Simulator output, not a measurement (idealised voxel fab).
Process module in this document: voxel capacitor over wiring
The width of the displayed cross-section, cut, is 240 nm; its cells are square, with a size of 5 nm.
Throughout this document, each cross-section is represented as a grid of square cells and is presented as a sequence of bands enumerated from the top downward, where a band comprises one or more rows of cells.
First you get the band's top height and its bottom height, in nm, and then the materials it's made of, left to right, with each width in nm. If you see a single material with "all across", that one covers the band edge to edge. "blank" is empty space.
Heights are measured from 0, the level below which the as-received wafer is all one material; the lowest band has no bottom and continues downward, written as in "from 0 down".
With a width like "30 to 40", each row of cells in the band differs from the next by the same amount, the top row carrying the first number and the bottom row the second.
Key: "all unchanged" - step with no changed cell in the cross-section.
The list in "Closed void table" covers empty spaces of 8 cells or more that cannot reach the top through any open way, and it gives each as width x height at distance; the distance is from the left edge, and width, height and distance are in nm.
On a step's line, text after the settings is the simulator commenting on that step.
You can add "overlay nm" to a step's line. For a step with a mask, it describes how far the mask lay to the right of its planned position, and a negative number describes a lay to the left.
# This section lists the process steps that were planned
1: RECEIVE, material Si
2: CONFORMAL_DEP, material SiO2, thk nm 15
3: CONFORMAL_DEP, material SiCN, thk nm 5
4: DIRECTIONAL_DEP, material SiO2, thk nm 15
5: PATTERN, tone open, mask id METAL_1, material resist, width nm 25, pitch nm 85, thk nm 15, overlay nm 0
6: DIRECTIONAL_ETCH, etch materials SiO2, depth nm 15
7: DIRECTIONAL_ETCH, etch materials SiCN, depth nm 5
8: STRIP, etch materials resist
9: CONFORMAL_DEP, material TiN, thk nm 5
10: FILL_DEP, material Ru, thk nm 10
11: CMP, height nm 35
12: CONFORMAL_DEP, material SiCN, thk nm 5
13: DIRECTIONAL_DEP, material lowk, thk nm 10
14: PATTERN, tone open, mask id PLUG_1, material resist, width nm 15, thk nm 20, overlay nm 0
15: DIRECTIONAL_ETCH, etch materials lowk, depth nm 10
16: DIRECTIONAL_ETCH, etch materials SiCN, depth nm 5
17: STRIP, etch materials resist
18: EPI, material Ru, thk nm 10
19: EPI, material Ru, thk nm 5
20: DIRECTIONAL_DEP, material TiN, thk nm 5
21: DIRECTIONAL_DEP, material Al2O3, thk nm 5
22: DIRECTIONAL_DEP, material TiN, thk nm 5
23: DIRECTIONAL_DEP, material aC, thk nm 15
24: PATTERN, tone cover, mask id UPPER_PLATE, material resist, width nm 65, thk nm 30, overlay nm 0
25: DIRECTIONAL_ETCH, etch materials aC, depth nm 15
26: STRIP, etch materials resist
27: DIRECTIONAL_ETCH, etch materials TiN, depth nm 5
28: DIRECTIONAL_ETCH, etch materials Al2O3, depth nm 5
29: STRIP, etch materials aC
30: PATTERN, tone cover, mask id LOWER_PLATE, material resist, width nm 75, thk nm 20, overlay nm 0
31: DIRECTIONAL_ETCH, etch materials TiN, depth nm 5
32: STRIP, etch materials resist
33: FILL_DEP, material SiO2, thk nm 15
34: CMP, height nm 75
35: DIRECTIONAL_DEP, material aC, thk nm 15
36: PATTERN, tone open, mask id PLUG_2, material resist, width nm 15, thk nm 35, overlay nm 0
37: DIRECTIONAL_ETCH, etch materials aC, depth nm 15
38: STRIP, etch materials resist
39: DIRECTIONAL_ETCH, etch materials SiO2, depth nm 10
40: STRIP, etch materials aC
41: CONFORMAL_DEP, material TiN, thk nm 5
42: FILL_DEP, material W, thk nm 5
43: CMP, height nm 75
44: CONFORMAL_DEP, material SiCN, thk nm 5
# First of two wafers - as planned
# Delivered wafer in cross-section: state after step 1
	from 0 down | Si all across
	Closed void table: none
# Cross-sectional representation of the wafer at the conclusion of step 2
	from 15 to 0 | SiO2 all across
	Nothing below the height 0 has changed.
# Cross-sectional representation of the wafer at the conclusion of step 3
	from 20 to 15 | SiCN all across
	Nothing below the height 15 has changed.
# Cross-sectional representation of the wafer at the conclusion of step 4
	from 35 to 20 | SiO2 all across
	Nothing below the height 20 has changed.
# Cross-sectional representation of the wafer at the conclusion of step 5
	from 50 to 35 | 65 of resist  25 of blank  60 of resist  25 of blank  65 of resist
	Nothing below the height 35 has changed.
# Cross-sectional representation of the wafer at the conclusion of step 6
	from 50 to 35 | 65 of resist  25 of blank  60 of resist  25 of blank  65 of resist
	from 35 to 20 | 65 of SiO2  25 of blank  60 of SiO2  25 of blank  65 of SiO2
	Nothing below the height 20 has changed.
# Cross-sectional representation of the wafer at the conclusion of step 7
	from 50 to 35 | 65 of resist  25 of blank  60 of resist  25 of blank  65 of resist
	from 35 to 20 | 65 of SiO2  25 of blank  60 of SiO2  25 of blank  65 of SiO2
	from 20 to 15 | 65 of SiCN  25 of blank  60 of SiCN  25 of blank  65 of SiCN
	Nothing below the height 15 has changed.
# Cross-sectional representation of the wafer at the conclusion of step 8
	from 35 to 20 | 65 of SiO2  25 of blank  60 of SiO2  25 of blank  65 of SiO2
	Nothing below the height 20 has changed.
# Cross-sectional representation of the wafer at the conclusion of step 9
	from 40 to 35 | 70 of TiN  15 of blank  70 of TiN  15 of blank  70 of TiN
	from 35 to 20 | 65 of SiO2  5 of TiN  15 of blank  5 of TiN  60 of SiO2  5 of TiN  15 of blank  5 of TiN  65 of SiO2
	from 20 to 15 | 65 of SiCN  25 of TiN  60 of SiCN  25 of TiN  65 of SiCN
	Nothing below the height 15 has changed.
# Cross-sectional representation of the wafer at the conclusion of step 10
	from 50 to 40 | Ru all across
	from 40 to 35 | 70 of TiN  15 of Ru  70 of TiN  15 of Ru  70 of TiN
	from 35 to 20 | 65 of SiO2  5 of TiN  15 of Ru  5 of TiN  60 of SiO2  5 of TiN  15 of Ru  5 of TiN  65 of SiO2
	Nothing below the height 20 has changed.
# Cross-sectional representation of the wafer at the conclusion of step 11
	from 35 to 20 | 65 of SiO2  5 of TiN  15 of Ru  5 of TiN  60 of SiO2  5 of TiN  15 of Ru  5 of TiN  65 of SiO2
	Nothing below the height 20 has changed.
# Cross-sectional representation of the wafer at the conclusion of step 12
	from 40 to 35 | SiCN all across
	Nothing below the height 35 has changed.
# Cross-sectional representation of the wafer at the conclusion of step 13
	from 50 to 40 | lowk all across
	Nothing below the height 40 has changed.
# Cross-sectional representation of the wafer at the conclusion of step 14
	from 70 to 50 | 75 of resist  15 of blank  150 of resist
	Nothing below the height 50 has changed.
# Cross-sectional representation of the wafer at the conclusion of step 15
	from 70 to 50 | 75 of resist  15 of blank  150 of resist
	from 50 to 40 | 75 of lowk  15 of blank  150 of lowk
	Nothing below the height 40 has changed.
# Cross-sectional representation of the wafer at the conclusion of step 16
	from 70 to 50 | 75 of resist  15 of blank  150 of resist
	from 50 to 40 | 75 of lowk  15 of blank  150 of lowk
	from 40 to 35 | 75 of SiCN  15 of blank  150 of SiCN
	Nothing below the height 35 has changed.
# Cross-sectional representation of the wafer at the conclusion of step 17
	from 50 to 40 | 75 of lowk  15 of blank  150 of lowk
	Nothing below the height 40 has changed.
# Cross-sectional representation of the wafer at the conclusion of step 18
	from 50 to 45 | 75 of lowk  15 of blank  150 of lowk
	from 45 to 40 | 75 of lowk  15 of Ru  150 of lowk
	from 40 to 35 | 75 of SiCN  15 of Ru  150 of SiCN
	Nothing below the height 35 has changed.
# Cross-sectional representation of the wafer at the conclusion of step 19
	from 50 to 40 | 75 of lowk  15 of Ru  150 of lowk
	Nothing below the height 40 has changed.
# Cross-sectional representation of the wafer at the conclusion of step 20
	from 55 to 50 | TiN all across
	Nothing below the height 50 has changed.
# Cross-sectional representation of the wafer at the conclusion of step 21
	from 60 to 55 | Al2O3 all across
	Nothing below the height 55 has changed.
# Cross-sectional representation of the wafer at the conclusion of step 22
	from 65 to 60 | TiN all across
	Nothing below the height 60 has changed.
# Cross-sectional representation of the wafer at the conclusion of step 23
	from 80 to 65 | aC all across
	Nothing below the height 65 has changed.
# Cross-sectional representation of the wafer at the conclusion of step 24
	from 110 to 80 | 75 of blank  65 of resist  100 of blank
	Nothing below the height 80 has changed.
# Cross-sectional representation of the wafer at the conclusion of step 25
	from 95 to 80 | 75 of blank  65 of resist  100 of blank
	from 80 to 65 | 75 of blank  65 of aC  100 of blank
	Nothing below the height 65 has changed.
# Cross-sectional representation of the wafer at the conclusion of step 26
	from 80 to 65 | 75 of blank  65 of aC  100 of blank
	Nothing below the height 65 has changed.
# Cross-sectional representation of the wafer at the conclusion of step 27
	from 80 to 65 | 75 of blank  65 of aC  100 of blank
	from 65 to 60 | 75 of blank  65 of TiN  100 of blank
	Nothing below the height 60 has changed.
# Cross-sectional representation of the wafer at the conclusion of step 28
	from 80 to 65 | 75 of blank  65 of aC  100 of blank
	from 65 to 60 | 75 of blank  65 of TiN  100 of blank
	from 60 to 55 | 75 of blank  65 of Al2O3  100 of blank
	Nothing below the height 55 has changed.
# Cross-sectional representation of the wafer at the conclusion of step 29
	from 65 to 60 | 75 of blank  65 of TiN  100 of blank
	Nothing below the height 60 has changed.
# Cross-sectional representation of the wafer at the conclusion of step 30
	from 85 to 65 | 70 of blank  75 of resist  95 of blank
	from 65 to 60 | 70 of blank  5 of resist  65 of TiN  5 of resist  95 of blank
	from 60 to 55 | 70 of blank  5 of resist  65 of Al2O3  5 of resist  95 of blank
	Nothing below the height 55 has changed.
# Cross-sectional representation of the wafer at the conclusion of step 31
	from 85 to 65 | 70 of blank  75 of resist  95 of blank
	from 65 to 60 | 70 of blank  5 of resist  65 of TiN  5 of resist  95 of blank
	from 60 to 55 | 70 of blank  5 of resist  65 of Al2O3  5 of resist  95 of blank
	from 55 to 50 | 70 of blank  75 of TiN  95 of blank
	Nothing below the height 50 has changed.
# Cross-sectional representation of the wafer at the conclusion of step 32
	from 65 to 60 | 75 of blank  65 of TiN  100 of blank
	from 60 to 55 | 75 of blank  65 of Al2O3  100 of blank
	Nothing below the height 55 has changed.
# Cross-sectional representation of the wafer at the conclusion of step 33
	from 80 to 65 | SiO2 all across
	from 65 to 60 | 75 of SiO2  65 of TiN  100 of SiO2
	from 60 to 55 | 75 of SiO2  65 of Al2O3  100 of SiO2
	from 55 to 50 | 70 of SiO2  75 of TiN  95 of SiO2
	Nothing below the height 50 has changed.
# Cross-sectional representation of the wafer at the conclusion of step 34
	from 75 to 65 | SiO2 all across
	Nothing below the height 65 has changed.
# Cross-sectional representation of the wafer at the conclusion of step 35
	from 90 to 75 | aC all across
	Nothing below the height 75 has changed.
# Cross-sectional representation of the wafer at the conclusion of step 36
	from 125 to 90 | 85 of resist  15 of blank  140 of resist
	Nothing below the height 90 has changed.
# Cross-sectional representation of the wafer at the conclusion of step 37
	from 110 to 90 | 85 of resist  15 of blank  140 of resist
	from 90 to 75 | 85 of aC  15 of blank  140 of aC
	Nothing below the height 75 has changed.
# Cross-sectional representation of the wafer at the conclusion of step 38
	from 90 to 75 | 85 of aC  15 of blank  140 of aC
	Nothing below the height 75 has changed.
# Cross-sectional representation of the wafer at the conclusion of step 39
	from 90 to 75 | 85 of aC  15 of blank  140 of aC
	from 75 to 65 | 85 of SiO2  15 of blank  140 of SiO2
	Nothing below the height 65 has changed.
# Cross-sectional representation of the wafer at the conclusion of step 40
	from 75 to 65 | 85 of SiO2  15 of blank  140 of SiO2
	Nothing below the height 65 has changed.
# Cross-sectional representation of the wafer at the conclusion of step 41
	from 80 to 75 | 90 of TiN  5 of blank  145 of TiN
	from 75 to 70 | 85 of SiO2  5 of TiN  5 of blank  5 of TiN  140 of SiO2
	from 70 to 60 | 85 to 75 of SiO2  15 to 65 of TiN  140 to 100 of SiO2
	Nothing below the height 60 has changed.
# Cross-sectional representation of the wafer at the conclusion of step 42
	from 85 to 80 | W all across
	from 80 to 75 | 90 of TiN  5 of W  145 of TiN
	from 75 to 70 | 85 of SiO2  5 of TiN  5 of W  5 of TiN  140 of SiO2
	Nothing below the height 70 has changed.
# Cross-sectional representation of the wafer at the conclusion of step 43
	from 75 to 70 | 85 of SiO2  5 of TiN  5 of W  5 of TiN  140 of SiO2
	Nothing below the height 70 has changed.
# Cross-sectional representation of the wafer at the conclusion of step 44
	from 80 to 75 | SiCN all across
	Nothing below the height 75 has changed.
# The remaining wafer, second of the two, started like the first and was run to the same plan, except that one mistake was made along the way; the two coincide through step 1, inclusive
# Cross-section: second wafer, time at which step 2 was scheduled to end
	from 5 to 0 | SiCN all across
	Nothing below the height 0 has changed.
# Cross-section: second wafer, time at which step 3 was scheduled to end
	from 20 to 5 | SiO2 all across
	Nothing below the height 5 has changed.
# Cross-section: second wafer, time at which step 4 was scheduled to end
	from 35 to 5 | SiO2 all across
	Nothing below the height 5 has changed.
# Cross-section: second wafer, time at which step 5 was scheduled to end
	from 50 to 35 | 65 of resist  25 of blank  60 of resist  25 of blank  65 of resist
	Nothing below the height 35 has changed.
# Cross-section: second wafer, time at which step 6 was scheduled to end
	from 50 to 35 | 65 of resist  25 of blank  60 of resist  25 of blank  65 of resist
	from 35 to 20 | 65 of SiO2  25 of blank  60 of SiO2  25 of blank  65 of SiO2
	Nothing below the height 20 has changed.
Cross-section: second wafer, time at which step 7 was scheduled to end: all unchanged
# Cross-section: second wafer, time at which step 8 was scheduled to end
	from 35 to 20 | 65 of SiO2  25 of blank  60 of SiO2  25 of blank  65 of SiO2
	Nothing below the height 20 has changed.
# Cross-section: second wafer, time at which step 9 was scheduled to end
	from 40 to 35 | 70 of TiN  15 of blank  70 of TiN  15 of blank  70 of TiN
	from 35 to 25 | 65 of SiO2  5 of TiN  15 of blank  5 of TiN  60 of SiO2  5 of TiN  15 of blank  5 of TiN  65 of SiO2
	from 25 to 20 | 65 of SiO2  25 of TiN  60 of SiO2  25 of TiN  65 of SiO2
	Nothing below the height 20 has changed.
# Cross-section: second wafer, time at which step 10 was scheduled to end
	from 50 to 40 | Ru all across
	from 40 to 35 | 70 of TiN  15 of Ru  70 of TiN  15 of Ru  70 of TiN
	from 35 to 25 | 65 of SiO2  5 of TiN  15 of Ru  5 of TiN  60 of SiO2  5 of TiN  15 of Ru  5 of TiN  65 of SiO2
	Nothing below the height 25 has changed.
# Cross-section: second wafer, time at which step 11 was scheduled to end
	from 35 to 25 | 65 of SiO2  5 of TiN  15 of Ru  5 of TiN  60 of SiO2  5 of TiN  15 of Ru  5 of TiN  65 of SiO2
	Nothing below the height 25 has changed.
# Cross-section: second wafer, time at which step 12 was scheduled to end
	from 40 to 35 | SiCN all across
	Nothing below the height 35 has changed.
# Cross-section: second wafer, time at which step 13 was scheduled to end
	from 50 to 40 | lowk all across
	Nothing below the height 40 has changed.
# Cross-section: second wafer, time at which step 14 was scheduled to end
	from 70 to 50 | 75 of resist  15 of blank  150 of resist
	Nothing below the height 50 has changed.
# Cross-section: second wafer, time at which step 15 was scheduled to end
	from 70 to 50 | 75 of resist  15 of blank  150 of resist
	from 50 to 40 | 75 of lowk  15 of blank  150 of lowk
	Nothing below the height 40 has changed.
# Cross-section: second wafer, time at which step 16 was scheduled to end
	from 70 to 50 | 75 of resist  15 of blank  150 of resist
	from 50 to 40 | 75 of lowk  15 of blank  150 of lowk
	from 40 to 35 | 75 of SiCN  15 of blank  150 of SiCN
	Nothing below the height 35 has changed.
# Cross-section: second wafer, time at which step 17 was scheduled to end
	from 50 to 40 | 75 of lowk  15 of blank  150 of lowk
	Nothing below the height 40 has changed.
# Cross-section: second wafer, time at which step 18 was scheduled to end
	from 50 to 45 | 75 of lowk  15 of blank  150 of lowk
	from 45 to 40 | 75 of lowk  15 of Ru  150 of lowk
	from 40 to 35 | 75 of SiCN  15 of Ru  150 of SiCN
	Nothing below the height 35 has changed.
# Cross-section: second wafer, time at which step 19 was scheduled to end
	from 50 to 40 | 75 of lowk  15 of Ru  150 of lowk
	Nothing below the height 40 has changed.
# Cross-section: second wafer, time at which step 20 was scheduled to end
	from 55 to 50 | TiN all across
	Nothing below the height 50 has changed.
# Cross-section: second wafer, time at which step 21 was scheduled to end
	from 60 to 55 | Al2O3 all across
	Nothing below the height 55 has changed.
# Cross-section: second wafer, time at which step 22 was scheduled to end
	from 65 to 60 | TiN all across
	Nothing below the height 60 has changed.
# Cross-section: second wafer, time at which step 23 was scheduled to end
	from 80 to 65 | aC all across
	Nothing below the height 65 has changed.
# Cross-section: second wafer, time at which step 24 was scheduled to end
	from 110 to 80 | 75 of blank  65 of resist  100 of blank
	Nothing below the height 80 has changed.
# Cross-section: second wafer, time at which step 25 was scheduled to end
	from 95 to 80 | 75 of blank  65 of resist  100 of blank
	from 80 to 65 | 75 of blank  65 of aC  100 of blank
	Nothing below the height 65 has changed.
# Cross-section: second wafer, time at which step 26 was scheduled to end
	from 80 to 65 | 75 of blank  65 of aC  100 of blank
	Nothing below the height 65 has changed.
# Cross-section: second wafer, time at which step 27 was scheduled to end
	from 80 to 65 | 75 of blank  65 of aC  100 of blank
	from 65 to 60 | 75 of blank  65 of TiN  100 of blank
	Nothing below the height 60 has changed.
# Cross-section: second wafer, time at which step 28 was scheduled to end
	from 80 to 65 | 75 of blank  65 of aC  100 of blank
	from 65 to 60 | 75 of blank  65 of TiN  100 of blank
	from 60 to 55 | 75 of blank  65 of Al2O3  100 of blank
	Nothing below the height 55 has changed.
# Cross-section: second wafer, time at which step 29 was scheduled to end
	from 65 to 60 | 75 of blank  65 of TiN  100 of blank
	Nothing below the height 60 has changed.
# Cross-section: second wafer, time at which step 30 was scheduled to end
	from 85 to 65 | 70 of blank  75 of resist  95 of blank
	from 65 to 60 | 70 of blank  5 of resist  65 of TiN  5 of resist  95 of blank
	from 60 to 55 | 70 of blank  5 of resist  65 of Al2O3  5 of resist  95 of blank
	Nothing below the height 55 has changed.
# Cross-section: second wafer, time at which step 31 was scheduled to end
	from 85 to 65 | 70 of blank  75 of resist  95 of blank
	from 65 to 60 | 70 of blank  5 of resist  65 of TiN  5 of resist  95 of blank
	from 60 to 55 | 70 of blank  5 of resist  65 of Al2O3  5 of resist  95 of blank
	from 55 to 50 | 70 of blank  75 of TiN  95 of blank
	Nothing below the height 50 has changed.
# Cross-section: second wafer, time at which step 32 was scheduled to end
	from 65 to 60 | 75 of blank  65 of TiN  100 of blank
	from 60 to 55 | 75 of blank  65 of Al2O3  100 of blank
	Nothing below the height 55 has changed.
# Cross-section: second wafer, time at which step 33 was scheduled to end
	from 80 to 65 | SiO2 all across
	from 65 to 60 | 75 of SiO2  65 of TiN  100 of SiO2
	from 60 to 55 | 75 of SiO2  65 of Al2O3  100 of SiO2
	from 55 to 50 | 70 of SiO2  75 of TiN  95 of SiO2
	Nothing below the height 50 has changed.
# Cross-section: second wafer, time at which step 34 was scheduled to end
	from 75 to 65 | SiO2 all across
	Nothing below the height 65 has changed.
# Cross-section: second wafer, time at which step 35 was scheduled to end
	from 90 to 75 | aC all across
	Nothing below the height 75 has changed.
# Cross-section: second wafer, time at which step 36 was scheduled to end
	from 125 to 90 | 85 of resist  15 of blank  140 of resist
	Nothing below the height 90 has changed.
# Cross-section: second wafer, time at which step 37 was scheduled to end
	from 110 to 90 | 85 of resist  15 of blank  140 of resist
	from 90 to 75 | 85 of aC  15 of blank  140 of aC
	Nothing below the height 75 has changed.
# Cross-section: second wafer, time at which step 38 was scheduled to end
	from 90 to 75 | 85 of aC  15 of blank  140 of aC
	Nothing below the height 75 has changed.
# Cross-section: second wafer, time at which step 39 was scheduled to end
	from 90 to 75 | 85 of aC  15 of blank  140 of aC
	from 75 to 65 | 85 of SiO2  15 of blank  140 of SiO2
	Nothing below the height 65 has changed.
# Cross-section: second wafer, time at which step 40 was scheduled to end
	from 75 to 65 | 85 of SiO2  15 of blank  140 of SiO2
	Nothing below the height 65 has changed.
# Cross-section: second wafer, time at which step 41 was scheduled to end
	from 80 to 75 | 90 of TiN  5 of blank  145 of TiN
	from 75 to 70 | 85 of SiO2  5 of TiN  5 of blank  5 of TiN  140 of SiO2
	from 70 to 60 | 85 to 75 of SiO2  15 to 65 of TiN  140 to 100 of SiO2
	Nothing below the height 60 has changed.
# Cross-section: second wafer, time at which step 42 was scheduled to end
	from 85 to 80 | W all across
	from 80 to 75 | 90 of TiN  5 of W  145 of TiN
	from 75 to 70 | 85 of SiO2  5 of TiN  5 of W  5 of TiN  140 of SiO2
	Nothing below the height 70 has changed.
# Cross-section: second wafer, time at which step 43 was scheduled to end
	from 75 to 70 | 85 of SiO2  5 of TiN  5 of W  5 of TiN  140 of SiO2
	Nothing below the height 70 has changed.
# Cross-section: second wafer, time at which step 44 was scheduled to end
	from 80 to 75 | SiCN all across
	Nothing below the height 75 has changed.
Deviation from plan: transposition of steps 2 and 3 relative to the planned sequence
End check, counted in cells, second wafer has more or fewer of these materials than the first: Ru -6 | SiCN +10 | TiN -4
